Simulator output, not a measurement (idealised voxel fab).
Process module in this document: voxel quadruple lines
The cross-section shown here is cut; it is 245 nm wide and divided into square cells measuring 5 nm on a side.
Each cross-section below is a grid of square cells, stated as bands in top-down order, with one or more rows of cells making up each band.
Quick guide to a band line: top height, bottom height (nm) up front; then every material left to right with its width in nm. Only one material and it's marked "full width"? Then it fills the band edge to edge. And "blank" just means empty space.
Heads up on the height convention: 0 is the point under which the incoming wafer is all one material, and the lowest band has no bottom, it just keeps going down, like "z 0 and below".
A width such as "30->40" changes by the same amount from each row of cells to the next, from the band's top row to its bottom row.
"no alterations made" for a step: no cell of the cross-section changed in that step.
"Enclosed void listing" means: voids of 8 cells or more that are shut off from the top with no open way through. Written width x height at distance, distance from the left edge, in nm.
Post-settings text on a step line: simulator's own remark regarding the step.
overlay nm: where the mask lay relative to plan, measured to the right, on steps with a mask; negatives go left.
Each pair of cross-sections that follows straddles one process step: the one shows the state before the step, the other the state after it, down to the lowest band that changed and no further. The step in question, and its settings, are given under the pair. Note that a pair is not necessarily a continuation of the pair above it, since pairs can come from different runs of this module on the same starting wafer; it is a continuation only where its entry headed "Ex-ante state" says so.

[Ex-ante state]
  z 0 and below  Si full width
  Enclosed void listing: none

[Section, Post-Step]
  z 5 to 0  Al2O3 full width
  Under the height 0 nothing was changed.
  Enclosed void listing: none
Between before and after above, the operation and settings are CONFORMAL_DEP,material Al2O3,thk nm 5

Ex-ante state: taken from the pair above, after panel.

[Section, Post-Step]
  z 15 to 5  TiN full width
  Under the height 5 nothing was changed.
  Enclosed void listing: none
Between before and after above, the operation and settings are DIRECTIONAL_DEP,material TiN,thk nm 10

Ex-ante state: taken from the pair above, after panel.

[Section, Post-Step]
  z 35 to 15  polySi full width
  Under the height 15 nothing was changed.
  Enclosed void listing: none
Between before and after above, the operation and settings are DIRECTIONAL_DEP,material polySi,thk nm 20

Ex-ante state: taken from the pair above, after panel.

[Section, Post-Step]
  z 60 to 35  aC full width
  Under the height 35 nothing was changed.
  Enclosed void listing: none
Between before and after above, the operation and settings are DIRECTIONAL_DEP,material aC,thk nm 25

Ex-ante state: taken from the pair above, after panel.

[Section, Post-Step]
  z 90 to 60  blank=55 / resist=35 / blank=65 / resist=35 / blank=55
  Under the height 60 nothing was changed.
  Enclosed void listing: none
Between before and after above, the operation and settings are PATTERN,tone cover,mask id MANDREL,material resist,width nm 35,pitch nm 100,thk nm 30,overlay nm 0

Ex-ante state: taken from the pair above, after panel.

[Section, Post-Step]
  z 65 to 60  blank=55 / resist=35 / blank=65 / resist=35 / blank=55
  z 60 to 35  blank=55 / aC=35 / blank=65 / aC=35 / blank=55
  Under the height 35 nothing was changed.
  Enclosed void listing: none
Between before and after above, the operation and settings are DIRECTIONAL_ETCH,etch materials aC,depth nm 25

Ex-ante state: taken from the pair above, after panel.

[Section, Post-Step]
  z 60 to 35  blank=55 / aC=35 / blank=65 / aC=35 / blank=55
  Under the height 35 nothing was changed.
  Enclosed void listing: none
Between before and after above, the operation and settings are STRIP,etch materials resist

Ex-ante state: taken from the pair above, after panel.

[Section, Post-Step]
  z 75 to 60  blank=40 / SiO2=65 / blank=35 / SiO2=65 / blank=40
  z 60 to 50  blank=40 / SiO2=15 / aC=35 / SiO2=15 / blank=35 / SiO2=15 / aC=35 / SiO2=15 / blank=40
  z 50 to 35  SiO2=55 / aC=35 / SiO2=65 / aC=35 / SiO2=55
  Under the height 35 nothing was changed.
  Enclosed void listing: none
Between before and after above, the operation and settings are CONFORMAL_DEP,material SiO2,thk nm 15

Ex-ante state: taken from the pair above, after panel.

[Section, Post-Step]
  z 60 to 35  blank=40 / SiO2=15 / aC=35 / SiO2=15 / blank=35 / SiO2=15 / aC=35 / SiO2=15 / blank=40
  Under the height 35 nothing was changed.
  Enclosed void listing: none
Between before and after above, the operation and settings are DIRECTIONAL_ETCH,etch materials SiO2,depth nm 15

Ex-ante state: taken from the pair above, after panel.

[Section, Post-Step]
  z 60 to 35  blank=40 / SiO2=15 / blank=35 / SiO2=15 / blank=35 / SiO2=15 / blank=35 / SiO2=15 / blank=40
  Under the height 35 nothing was changed.
  Enclosed void listing: none
Between before and after above, the operation and settings are STRIP,etch materials aC

Ex-ante state: taken from the pair above, after panel.

[Section, Post-Step]
  z 60 to 35  blank=40 / SiO2=15 / blank=35 / SiO2=15 / blank=35 / SiO2=15 / blank=35 / SiO2=15 / blank=40
  z 35 to 15  blank=40 / polySi=15 / blank=35 / polySi=15 / blank=35 / polySi=15 / blank=35 / polySi=15 / blank=40
  Under the height 15 nothing was changed.
  Enclosed void listing: none
Between before and after above, the operation and settings are DIRECTIONAL_ETCH,etch materials polySi,depth nm 20

Ex-ante state: taken from the pair above, after panel.

[Section, Post-Step]
  z 35 to 15  blank=40 / polySi=15 / blank=35 / polySi=15 / blank=35 / polySi=15 / blank=35 / polySi=15 / blank=40
  Under the height 15 nothing was changed.
  Enclosed void listing: none
Between before and after above, the operation and settings are STRIP,etch materials SiO2

Ex-ante state: taken from the pair above, after panel.

[Section, Post-Step]
  z 45 to 35  blank=30 / SiCN=35 / blank=15 / SiCN=35 / blank=15 / SiCN=35 / blank=15 / SiCN=35 / blank=30
  z 35 to 25  blank=30 / SiCN=10 / polySi=15 / SiCN=10 / blank=15 / SiCN=10 / polySi=15 / SiCN=10 / blank=15 / SiCN=10 / polySi=15 / SiCN=10 / blank=15 / SiCN=10 / polySi=15 / SiCN=10 / blank=30
  z 25 to 15  SiCN=40 / polySi=15 / SiCN=35 / polySi=15 / SiCN=35 / polySi=15 / SiCN=35 / polySi=15 / SiCN=40
  Under the height 15 nothing was changed.
  Enclosed void listing: none
Between before and after above, the operation and settings are CONFORMAL_DEP,material SiCN,thk nm 10

Ex-ante state: taken from the pair above, after panel.

[Section, Post-Step]
  z 35 to 15  blank=30 / SiCN=10 / polySi=15 / SiCN=10 / blank=15 / SiCN=10 / polySi=15 / SiCN=10 / blank=15 / SiCN=10 / polySi=15 / SiCN=10 / blank=15 / SiCN=10 / polySi=15 / SiCN=10 / blank=30
  Under the height 15 nothing was changed.
  Enclosed void listing: none
Between before and after above, the operation and settings are DIRECTIONAL_ETCH,etch materials SiCN,depth nm 10

Ex-ante state: taken from the pair above, after panel.

[Section, Post-Step]
  z 35 to 15  blank=30 / SiCN=10 / blank=15 / SiCN=10 / blank=15 / SiCN=10 / blank=15 / SiCN=10 / blank=15 / SiCN=10 / blank=15 / SiCN=10 / blank=15 / SiCN=10 / blank=15 / SiCN=10 / blank=30
  Under the height 15 nothing was changed.
  Enclosed void listing: none
Between before and after above, the operation and settings are STRIP,etch materials polySi

Ex-ante state: taken from the pair above, after panel.

[Section, Post-Step]
  z 35 to 15  blank=30 / SiCN=10 / blank=15 / SiCN=10 / blank=15 / SiCN=10 / blank=15 / SiCN=10 / blank=15 / SiCN=10 / blank=15 / SiCN=10 / blank=15 / SiCN=10 / blank=15 / SiCN=10 / blank=30
  z 15 to 5  blank=30 / TiN=10 / blank=15 / TiN=10 / blank=15 / TiN=10 / blank=15 / TiN=10 / blank=15 / TiN=10 / blank=15 / TiN=10 / blank=15 / TiN=10 / blank=15 / TiN=10 / blank=30
  Under the height 5 nothing was changed.
  Enclosed void listing: none
Between before and after above, the operation and settings are DIRECTIONAL_ETCH,etch materials TiN,depth nm 10

Ex-ante state: taken from the pair above, after panel.

[Section, Post-Step]
  z 15 to 5  blank=30 / TiN=10 / blank=15 / TiN=10 / blank=15 / TiN=10 / blank=15 / TiN=10 / blank=15 / TiN=10 / blank=15 / TiN=10 / blank=15 / TiN=10 / blank=15 / TiN=10 / blank=30
  Under the height 5 nothing was changed.
  Enclosed void listing: none
Between before and after above, the operation and settings are STRIP,etch materials SiCN

[Ex-ante state]
  z 0 and below  Si full width
  Enclosed void listing: none

[Section, Post-Step]
  z 10 to 0  TiN full width
  Under the height 0 nothing was changed.
  Enclosed void listing: none
Between before and after above, the operation and settings are DIRECTIONAL_DEP,material TiN,thk nm 10

Ex-ante state: taken from the pair above, after panel.

[Section, Post-Step]
  z 30 to 10  polySi full width
  Under the height 10 nothing was changed.
  Enclosed void listing: none
Between before and after above, the operation and settings are DIRECTIONAL_DEP,material polySi,thk nm 20

Ex-ante state: taken from the pair above, after panel.

[Section, Post-Step]
  z 55 to 30  aC full width
  Under the height 30 nothing was changed.
  Enclosed void listing: none
Between before and after above, the operation and settings are DIRECTIONAL_DEP,material aC,thk nm 25

Ex-ante state: taken from the pair above, after panel.

[Section, Post-Step]
  z 85 to 55  blank=55 / resist=35 / blank=65 / resist=35 / blank=55
  Under the height 55 nothing was changed.
  Enclosed void listing: none
Between before and after above, the operation and settings are PATTERN,tone cover,mask id MANDREL,material resist,width nm 35,pitch nm 100,thk nm 30,overlay nm 0

Ex-ante state: taken from the pair above, after panel.

[Section, Post-Step]
  z 60 to 55  blank=55 / resist=35 / blank=65 / resist=35 / blank=55
  z 55 to 30  blank=55 / aC=35 / blank=65 / aC=35 / blank=55
  Under the height 30 nothing was changed.
  Enclosed void listing: none
Between before and after above, the operation and settings are DIRECTIONAL_ETCH,etch materials aC,depth nm 25

Ex-ante state: taken from the pair above, after panel.

[Section, Post-Step]
  z 55 to 30  blank=55 / aC=35 / blank=65 / aC=35 / blank=55
  Under the height 30 nothing was changed.
  Enclosed void listing: none
Between before and after above, the operation and settings are STRIP,etch materials resist

Ex-ante state: taken from the pair above, after panel.

[Section, Post-Step]
  z 70 to 55  blank=40 / SiO2=65 / blank=35 / SiO2=65 / blank=40
  z 55 to 45  blank=40 / SiO2=15 / aC=35 / SiO2=15 / blank=35 / SiO2=15 / aC=35 / SiO2=15 / blank=40
  z 45 to 30  SiO2=55 / aC=35 / SiO2=65 / aC=35 / SiO2=55
  Under the height 30 nothing was changed.
  Enclosed void listing: none
Between before and after above, the operation and settings are CONFORMAL_DEP,material SiO2,thk nm 15

Ex-ante state: taken from the pair above, after panel.

[Section, Post-Step]
  z 55 to 30  blank=40 / SiO2=15 / aC=35 / SiO2=15 / blank=35 / SiO2=15 / aC=35 / SiO2=15 / blank=40
  Under the height 30 nothing was changed.
  Enclosed void listing: none
Between before and after above, the operation and settings are DIRECTIONAL_ETCH,etch materials SiO2,depth nm 15

Ex-ante state: taken from the pair above, after panel.

[Section, Post-Step]
  z 55 to 30  blank=40 / SiO2=15 / blank=35 / SiO2=15 / blank=35 / SiO2=15 / blank=35 / SiO2=15 / blank=40
  Under the height 30 nothing was changed.
  Enclosed void listing: none
Between before and after above, the operation and settings are STRIP,etch materials aC

Ex-ante state: taken from the pair above, after panel.

[Section, Post-Step]
  z 55 to 30  blank=40 / SiO2=15 / blank=35 / SiO2=15 / blank=35 / SiO2=15 / blank=35 / SiO2=15 / blank=40
  z 30 to 10  blank=40 / polySi=15 / blank=35 / polySi=15 / blank=35 / polySi=15 / blank=35 / polySi=15 / blank=40
  Under the height 10 nothing was changed.
  Enclosed void listing: none
Between before and after above, the operation and settings are DIRECTIONAL_ETCH,etch materials polySi,depth nm 20

Ex-ante state: taken from the pair above, after panel.

[Section, Post-Step]
  z 30 to 10  blank=40 / polySi=15 / blank=35 / polySi=15 / blank=35 / polySi=15 / blank=35 / polySi=15 / blank=40
  Under the height 10 nothing was changed.
  Enclosed void listing: none
Between before and after above, the operation and settings are STRIP,etch materials SiO2

Ex-ante state: taken from the pair above, after panel.

[Section, Post-Step]
  z 40 to 30  blank=30 / SiCN=35 / blank=15 / SiCN=35 / blank=15 / SiCN=35 / blank=15 / SiCN=35 / blank=30
  z 30 to 20  blank=30 / SiCN=10 / polySi=15 / SiCN=10 / blank=15 / SiCN=10 / polySi=15 / SiCN=10 / blank=15 / SiCN=10 / polySi=15 / SiCN=10 / blank=15 / SiCN=10 / polySi=15 / SiCN=10 / blank=30
  z 20 to 10  SiCN=40 / polySi=15 / SiCN=35 / polySi=15 / SiCN=35 / polySi=15 / SiCN=35 / polySi=15 / SiCN=40
  Under the height 10 nothing was changed.
  Enclosed void listing: none
Between before and after above, the operation and settings are CONFORMAL_DEP,material SiCN,thk nm 10

Ex-ante state: taken from the pair above, after panel.

[Section, Post-Step]
  z 30 to 10  blank=30 / SiCN=10 / polySi=15 / SiCN=10 / blank=15 / SiCN=10 / polySi=15 / SiCN=10 / blank=15 / SiCN=10 / polySi=15 / SiCN=10 / blank=15 / SiCN=10 / polySi=15 / SiCN=10 / blank=30
  Under the height 10 nothing was changed.
  Enclosed void listing: none
Between before and after above, the operation and settings are DIRECTIONAL_ETCH,etch materials SiCN,depth nm 10

Ex-ante state: taken from the pair above, after panel.

[Section, Post-Step]
  z 30 to 10  blank=30 / SiCN=10 / blank=15 / SiCN=10 / blank=15 / SiCN=10 / blank=15 / SiCN=10 / blank=15 / SiCN=10 / blank=15 / SiCN=10 / blank=15 / SiCN=10 / blank=15 / SiCN=10 / blank=30
  Under the height 10 nothing was changed.
  Enclosed void listing: none
Between before and after above, the operation and settings are STRIP,etch materials polySi

Ex-ante state: taken from the pair above, after panel.

[Section, Post-Step]
  z 30 to 10  blank=30 / SiCN=10 / blank=15 / SiCN=10 / blank=15 / SiCN=10 / blank=15 / SiCN=10 / blank=15 / SiCN=10 / blank=15 / SiCN=10 / blank=15 / SiCN=10 / blank=15 / SiCN=10 / blank=30
  z 10 to 0  blank=30 / TiN=10 / blank=15 / TiN=10 / blank=15 / TiN=10 / blank=15 / TiN=10 / blank=15 / TiN=10 / blank=15 / TiN=10 / blank=15 / TiN=10 / blank=15 / TiN=10 / blank=30
  Under the height 0 nothing was changed.
  Enclosed void listing: none
Between before and after above, the operation and settings are DIRECTIONAL_ETCH,etch materials TiN,depth nm 10

Ex-ante state: taken from the pair above, after panel.

[Section, Post-Step]
  z 10 to 0  blank=30 / TiN=10 / blank=15 / TiN=10 / blank=15 / TiN=10 / blank=15 / TiN=10 / blank=15 / TiN=10 / blank=15 / TiN=10 / blank=15 / TiN=10 / blank=15 / TiN=10 / blank=30
  Under the height 0 nothing was changed.
  Enclosed void listing: none
Between before and after above, the operation and settings are STRIP,etch materials SiCN

[Ex-ante state]
  z 10 to 0  TiN full width
  z 0 and below  Si full width
  Enclosed void listing: none

[Section, Post-Step]
  z 15 to 10  Al2O3 full width
  Under the height 10 nothing was changed.
  Enclosed void listing: none
Between before and after above, the operation and settings are CONFORMAL_DEP,material Al2O3,thk nm 5

Ex-ante state: taken from the pair above, after panel.

[Section, Post-Step]
  z 35 to 15  polySi full width
  Under the height 15 nothing was changed.
  Enclosed void listing: none
Between before and after above, the operation and settings are DIRECTIONAL_DEP,material polySi,thk nm 20

Ex-ante state: taken from the pair above, after panel.

[Section, Post-Step]
  z 60 to 35  aC full width
  Under the height 35 nothing was changed.
  Enclosed void listing: none
Between before and after above, the operation and settings are DIRECTIONAL_DEP,material aC,thk nm 25

Ex-ante state: taken from the pair above, after panel.

[Section, Post-Step]
  z 90 to 60  blank=55 / resist=35 / blank=65 / resist=35 / blank=55
  Under the height 60 nothing was changed.
  Enclosed void listing: none
Between before and after above, the operation and settings are PATTERN,tone cover,mask id MANDREL,material resist,width nm 35,pitch nm 100,thk nm 30,overlay nm 0

Ex-ante state: taken from the pair above, after panel.

[Section, Post-Step]
  z 65 to 60  blank=55 / resist=35 / blank=65 / resist=35 / blank=55
  z 60 to 35  blank=55 / aC=35 / blank=65 / aC=35 / blank=55
  Under the height 35 nothing was changed.
  Enclosed void listing: none
Between before and after above, the operation and settings are DIRECTIONAL_ETCH,etch materials aC,depth nm 25

Ex-ante state: taken from the pair above, after panel.

[Section, Post-Step]
  z 60 to 35  blank=55 / aC=35 / blank=65 / aC=35 / blank=55
  Under the height 35 nothing was changed.
  Enclosed void listing: none
Between before and after above, the operation and settings are STRIP,etch materials resist

Ex-ante state: taken from the pair above, after panel.

[Section, Post-Step]
  z 75 to 60  blank=40 / SiO2=65 / blank=35 / SiO2=65 / blank=40
  z 60 to 50  blank=40 / SiO2=15 / aC=35 / SiO2=15 / blank=35 / SiO2=15 / aC=35 / SiO2=15 / blank=40
  z 50 to 35  SiO2=55 / aC=35 / SiO2=65 / aC=35 / SiO2=55
  Under the height 35 nothing was changed.
  Enclosed void listing: none
Between before and after above, the operation and settings are CONFORMAL_DEP,material SiO2,thk nm 15

Ex-ante state: taken from the pair above, after panel.

[Section, Post-Step]
  z 60 to 35  blank=40 / SiO2=15 / aC=35 / SiO2=15 / blank=35 / SiO2=15 / aC=35 / SiO2=15 / blank=40
  Under the height 35 nothing was changed.
  Enclosed void listing: none
Between before and after above, the operation and settings are DIRECTIONAL_ETCH,etch materials SiO2,depth nm 15

Ex-ante state: taken from the pair above, after panel.

[Section, Post-Step]
  z 60 to 35  blank=40 / SiO2=15 / blank=35 / SiO2=15 / blank=35 / SiO2=15 / blank=35 / SiO2=15 / blank=40
  Under the height 35 nothing was changed.
  Enclosed void listing: none
Between before and after above, the operation and settings are STRIP,etch materials aC

Ex-ante state: taken from the pair above, after panel.

[Section, Post-Step]
  z 60 to 35  blank=40 / SiO2=15 / blank=35 / SiO2=15 / blank=35 / SiO2=15 / blank=35 / SiO2=15 / blank=40
  z 35 to 15  blank=40 / polySi=15 / blank=35 / polySi=15 / blank=35 / polySi=15 / blank=35 / polySi=15 / blank=40
  Under the height 15 nothing was changed.
  Enclosed void listing: none
Between before and after above, the operation and settings are DIRECTIONAL_ETCH,etch materials polySi,depth nm 20

Ex-ante state: taken from the pair above, after panel.

[Section, Post-Step]
  z 35 to 15  blank=40 / polySi=15 / blank=35 / polySi=15 / blank=35 / polySi=15 / blank=35 / polySi=15 / blank=40
  Under the height 15 nothing was changed.
  Enclosed void listing: none
Between before and after above, the operation and settings are STRIP,etch materials SiO2

Ex-ante state: taken from the pair above, after panel.

[Section, Post-Step]
  z 45 to 35  blank=30 / SiCN=35 / blank=15 / SiCN=35 / blank=15 / SiCN=35 / blank=15 / SiCN=35 / blank=30
  z 35 to 25  blank=30 / SiCN=10 / polySi=15 / SiCN=10 / blank=15 / SiCN=10 / polySi=15 / SiCN=10 / blank=15 / SiCN=10 / polySi=15 / SiCN=10 / blank=15 / SiCN=10 / polySi=15 / SiCN=10 / blank=30
  z 25 to 15  SiCN=40 / polySi=15 / SiCN=35 / polySi=15 / SiCN=35 / polySi=15 / SiCN=35 / polySi=15 / SiCN=40
  Under the height 15 nothing was changed.
  Enclosed void listing: none
Between before and after above, the operation and settings are CONFORMAL_DEP,material SiCN,thk nm 10

Ex-ante state: taken from the pair above, after panel.

[Section, Post-Step]
  z 35 to 15  blank=30 / SiCN=10 / polySi=15 / SiCN=10 / blank=15 / SiCN=10 / polySi=15 / SiCN=10 / blank=15 / SiCN=10 / polySi=15 / SiCN=10 / blank=15 / SiCN=10 / polySi=15 / SiCN=10 / blank=30
  Under the height 15 nothing was changed.
  Enclosed void listing: none
Between before and after above, the operation and settings are DIRECTIONAL_ETCH,etch materials SiCN,depth nm 10

Ex-ante state: taken from the pair above, after panel.

[Section, Post-Step]
  z 35 to 15  blank=30 / SiCN=10 / blank=15 / SiCN=10 / blank=15 / SiCN=10 / blank=15 / SiCN=10 / blank=15 / SiCN=10 / blank=15 / SiCN=10 / blank=15 / SiCN=10 / blank=15 / SiCN=10 / blank=30
  Under the height 15 nothing was changed.
  Enclosed void listing: none
Between before and after above, the operation and settings are STRIP,etch materials polySi

Ex-ante state: taken from the pair above, after panel.

[Section, Post-Step]
  z 15 to 10  Al2O3 full width
  Under the height 10 nothing was changed.
  Enclosed void listing: none
Between before and after above, the operation and settings are STRIP,etch materials SiCN

[Ex-ante state]
  z 0 and below  Si full width
  Enclosed void listing: none

[Section, Post-Step]
  z 15 to 0  Al2O3 full width
  Under the height 0 nothing was changed.
  Enclosed void listing: none
Between before and after above, the operation and settings are CONFORMAL_DEP,material Al2O3,thk nm 15

Ex-ante state: taken from the pair above, after panel.

[Section, Post-Step]
  z 25 to 15  TiN full width
  Under the height 15 nothing was changed.
  Enclosed void listing: none
Between before and after above, the operation and settings are DIRECTIONAL_DEP,material TiN,thk nm 10

Ex-ante state: taken from the pair above, after panel.

[Section, Post-Step]
  z 45 to 25  polySi full width
  Under the height 25 nothing was changed.
  Enclosed void listing: none
Between before and after above, the operation and settings are DIRECTIONAL_DEP,material polySi,thk nm 20

Ex-ante state: taken from the pair above, after panel.

[Section, Post-Step]
  z 70 to 45  aC full width
  Under the height 45 nothing was changed.
  Enclosed void listing: none
Between before and after above, the operation and settings are DIRECTIONAL_DEP,material aC,thk nm 25

Ex-ante state: taken from the pair above, after panel.

[Section, Post-Step]
  z 100 to 70  blank=55 / resist=35 / blank=65 / resist=35 / blank=55
  Under the height 70 nothing was changed.
  Enclosed void listing: none
Between before and after above, the operation and settings are PATTERN,tone cover,mask id MANDREL,material resist,width nm 35,pitch nm 100,thk nm 30,overlay nm 0

Ex-ante state: taken from the pair above, after panel.

[Section, Post-Step]
  z 75 to 70  blank=55 / resist=35 / blank=65 / resist=35 / blank=55
  z 70 to 45  blank=55 / aC=35 / blank=65 / aC=35 / blank=55
  Under the height 45 nothing was changed.
  Enclosed void listing: none
Between before and after above, the operation and settings are DIRECTIONAL_ETCH,etch materials aC,depth nm 25

Ex-ante state: taken from the pair above, after panel.

[Section, Post-Step]
  z 70 to 45  blank=55 / aC=35 / blank=65 / aC=35 / blank=55
  Under the height 45 nothing was changed.
  Enclosed void listing: none
Between before and after above, the operation and settings are STRIP,etch materials resist

Ex-ante state: taken from the pair above, after panel.

[Section, Post-Step]
  z 85 to 70  blank=40 / SiO2=65 / blank=35 / SiO2=65 / blank=40
  z 70 to 60  blank=40 / SiO2=15 / aC=35 / SiO2=15 / blank=35 / SiO2=15 / aC=35 / SiO2=15 / blank=40
  z 60 to 45  SiO2=55 / aC=35 / SiO2=65 / aC=35 / SiO2=55
  Under the height 45 nothing was changed.
  Enclosed void listing: none
Between before and after above, the operation and settings are CONFORMAL_DEP,material SiO2,thk nm 15

Ex-ante state: taken from the pair above, after panel.

[Section, Post-Step]
  z 70 to 45  blank=40 / SiO2=15 / aC=35 / SiO2=15 / blank=35 / SiO2=15 / aC=35 / SiO2=15 / blank=40
  Under the height 45 nothing was changed.
  Enclosed void listing: none
Between before and after above, the operation and settings are DIRECTIONAL_ETCH,etch materials SiO2,depth nm 15

Ex-ante state: taken from the pair above, after panel.

[Section, Post-Step]
  z 70 to 45  blank=40 / SiO2=15 / blank=35 / SiO2=15 / blank=35 / SiO2=15 / blank=35 / SiO2=15 / blank=40
  Under the height 45 nothing was changed.
  Enclosed void listing: none
Between before and after above, the operation and settings are STRIP,etch materials aC

Ex-ante state: taken from the pair above, after panel.

[Section, Post-Step]
  z 70 to 45  blank=40 / SiO2=15 / blank=35 / SiO2=15 / blank=35 / SiO2=15 / blank=35 / SiO2=15 / blank=40
  z 45 to 25  blank=40 / polySi=15 / blank=35 / polySi=15 / blank=35 / polySi=15 / blank=35 / polySi=15 / blank=40
  Under the height 25 nothing was changed.
  Enclosed void listing: none
Between before and after above, the operation and settings are DIRECTIONAL_ETCH,etch materials polySi,depth nm 20

Ex-ante state: taken from the pair above, after panel.

[Section, Post-Step]
  z 45 to 25  blank=40 / polySi=15 / blank=35 / polySi=15 / blank=35 / polySi=15 / blank=35 / polySi=15 / blank=40
  Under the height 25 nothing was changed.
  Enclosed void listing: none
Between before and after above, the operation and settings are STRIP,etch materials SiO2

Ex-ante state: taken from the pair above, after panel.

[Section, Post-Step]
  z 55 to 45  blank=30 / SiCN=35 / blank=15 / SiCN=35 / blank=15 / SiCN=35 / blank=15 / SiCN=35 / blank=30
  z 45 to 35  blank=30 / SiCN=10 / polySi=15 / SiCN=10 / blank=15 / SiCN=10 / polySi=15 / SiCN=10 / blank=15 / SiCN=10 / polySi=15 / SiCN=10 / blank=15 / SiCN=10 / polySi=15 / SiCN=10 / blank=30
  z 35 to 25  SiCN=40 / polySi=15 / SiCN=35 / polySi=15 / SiCN=35 / polySi=15 / SiCN=35 / polySi=15 / SiCN=40
  Under the height 25 nothing was changed.
  Enclosed void listing: none
Between before and after above, the operation and settings are CONFORMAL_DEP,material SiCN,thk nm 10

Ex-ante state: taken from the pair above, after panel.

[Section, Post-Step]
  z 45 to 25  blank=30 / SiCN=10 / polySi=15 / SiCN=10 / blank=15 / SiCN=10 / polySi=15 / SiCN=10 / blank=15 / SiCN=10 / polySi=15 / SiCN=10 / blank=15 / SiCN=10 / polySi=15 / SiCN=10 / blank=30
  Under the height 25 nothing was changed.
  Enclosed void listing: none
Between before and after above, the operation and settings are DIRECTIONAL_ETCH,etch materials SiCN,depth nm 10

Ex-ante state: taken from the pair above, after panel.

[Section, Post-Step]
  z 45 to 25  blank=30 / SiCN=10 / blank=15 / SiCN=10 / blank=15 / SiCN=10 / blank=15 / SiCN=10 / blank=15 / SiCN=10 / blank=15 / SiCN=10 / blank=15 / SiCN=10 / blank=15 / SiCN=10 / blank=30
  Under the height 25 nothing was changed.
  Enclosed void listing: none
Between before and after above, the operation and settings are STRIP,etch materials polySi

Ex-ante state: taken from the pair above, after panel.

[Section, Post-Step]
  z 45 to 25  blank=30 / SiCN=10 / blank=15 / SiCN=10 / blank=15 / SiCN=10 / blank=15 / SiCN=10 / blank=15 / SiCN=10 / blank=15 / SiCN=10 / blank=15 / SiCN=10 / blank=15 / SiCN=10 / blank=30
  z 25 to 15  blank=30 / TiN=10 / blank=15 / TiN=10 / blank=15 / TiN=10 / blank=15 / TiN=10 / blank=15 / TiN=10 / blank=15 / TiN=10 / blank=15 / TiN=10 / blank=15 / TiN=10 / blank=30
  Under the height 15 nothing was changed.
  Enclosed void listing: none
Between before and after above, the operation and settings are DIRECTIONAL_ETCH,etch materials TiN,depth nm 10

Ex-ante state: taken from the pair above, after panel.

[Section, Post-Step]
  z 25 to 15  blank=30 / TiN=10 / blank=15 / TiN=10 / blank=15 / TiN=10 / blank=15 / TiN=10 / blank=15 / TiN=10 / blank=15 / TiN=10 / blank=15 / TiN=10 / blank=15 / TiN=10 / blank=30
  Under the height 15 nothing was changed.
  Enclosed void listing: none
Between before and after above, the operation and settings are STRIP,etch materials SiCN

[Ex-ante state]
  z 60 to 35  aC full width
  z 35 to 15  polySi full width
  z 15 to 5  TiN full width
  z 5 to 0  Al2O3 full width
  z 0 and below  Si full width
  Enclosed void listing: none

[Section, Post-Step]
  z 90 to 60  blank=50 / resist=45 / blank=55 / resist=45 / blank=50
  Under the height 60 nothing was changed.
  Enclosed void listing: none
Between before and after above, the operation and settings are PATTERN,tone cover,mask id MANDREL,material resist,width nm 45,pitch nm 100,thk nm 30,overlay nm 0

Ex-ante state: taken from the pair above, after panel.

[Section, Post-Step]
  z 65 to 60  blank=50 / resist=45 / blank=55 / resist=45 / blank=50
  z 60 to 35  blank=50 / aC=45 / blank=55 / aC=45 / blank=50
  Under the height 35 nothing was changed.
  Enclosed void listing: none
Between before and after above, the operation and settings are DIRECTIONAL_ETCH,etch materials aC,depth nm 25

Ex-ante state: taken from the pair above, after panel.

[Section, Post-Step]
  z 60 to 35  blank=50 / aC=45 / blank=55 / aC=45 / blank=50
  Under the height 35 nothing was changed.
  Enclosed void listing: none
Between before and after above, the operation and settings are STRIP,etch materials resist

Ex-ante state: taken from the pair above, after panel.

[Section, Post-Step]
  z 75 to 60  blank=35 / SiO2=75 / blank=25 / SiO2=75 / blank=35
  z 60 to 50  blank=35 / SiO2=15 / aC=45 / SiO2=15 / blank=25 / SiO2=15 / aC=45 / SiO2=15 / blank=35
  z 50 to 35  SiO2=50 / aC=45 / SiO2=55 / aC=45 / SiO2=50
  Under the height 35 nothing was changed.
  Enclosed void listing: none
Between before and after above, the operation and settings are CONFORMAL_DEP,material SiO2,thk nm 15

Ex-ante state: taken from the pair above, after panel.

[Section, Post-Step]
  z 60 to 35  blank=35 / SiO2=15 / aC=45 / SiO2=15 / blank=25 / SiO2=15 / aC=45 / SiO2=15 / blank=35
  Under the height 35 nothing was changed.
  Enclosed void listing: none
Between before and after above, the operation and settings are DIRECTIONAL_ETCH,etch materials SiO2,depth nm 15

Ex-ante state: taken from the pair above, after panel.

[Section, Post-Step]
  z 60 to 35  blank=35 / SiO2=15 / blank=45 / SiO2=15 / blank=25 / SiO2=15 / blank=45 / SiO2=15 / blank=35
  Under the height 35 nothing was changed.
  Enclosed void listing: none
Between before and after above, the operation and settings are STRIP,etch materials aC

Ex-ante state: taken from the pair above, after panel.

[Section, Post-Step]
  z 60 to 35  blank=35 / SiO2=15 / blank=45 / SiO2=15 / blank=25 / SiO2=15 / blank=45 / SiO2=15 / blank=35
  z 35 to 15  blank=35 / polySi=15 / blank=45 / polySi=15 / blank=25 / polySi=15 / blank=45 / polySi=15 / blank=35
  Under the height 15 nothing was changed.
  Enclosed void listing: none
Between before and after above, the operation and settings are DIRECTIONAL_ETCH,etch materials polySi,depth nm 20

Ex-ante state: taken from the pair above, after panel.

[Section, Post-Step]
  z 35 to 15  blank=35 / polySi=15 / blank=45 / polySi=15 / blank=25 / polySi=15 / blank=45 / polySi=15 / blank=35
  Under the height 15 nothing was changed.
  Enclosed void listing: none
Between before and after above, the operation and settings are STRIP,etch materials SiO2

Ex-ante state: taken from the pair above, after panel.

[Section, Post-Step]
  z 45 to 35  blank=25 / SiCN=35 / blank=25 / SiCN=35 / blank=5 / SiCN=35 / blank=25 / SiCN=35 / blank=25
  z 35 to 25  blank=25 / SiCN=10 / polySi=15 / SiCN=10 / blank=25 / SiCN=10 / polySi=15 / SiCN=10 / blank=5 / SiCN=10 / polySi=15 / SiCN=10 / blank=25 / SiCN=10 / polySi=15 / SiCN=10 / blank=25
  z 25 to 15  SiCN=35 / polySi=15 / SiCN=45 / polySi=15 / SiCN=25 / polySi=15 / SiCN=45 / polySi=15 / SiCN=35
  Under the height 15 nothing was changed.
  Enclosed void listing: none
Between before and after above, the operation and settings are CONFORMAL_DEP,material SiCN,thk nm 10
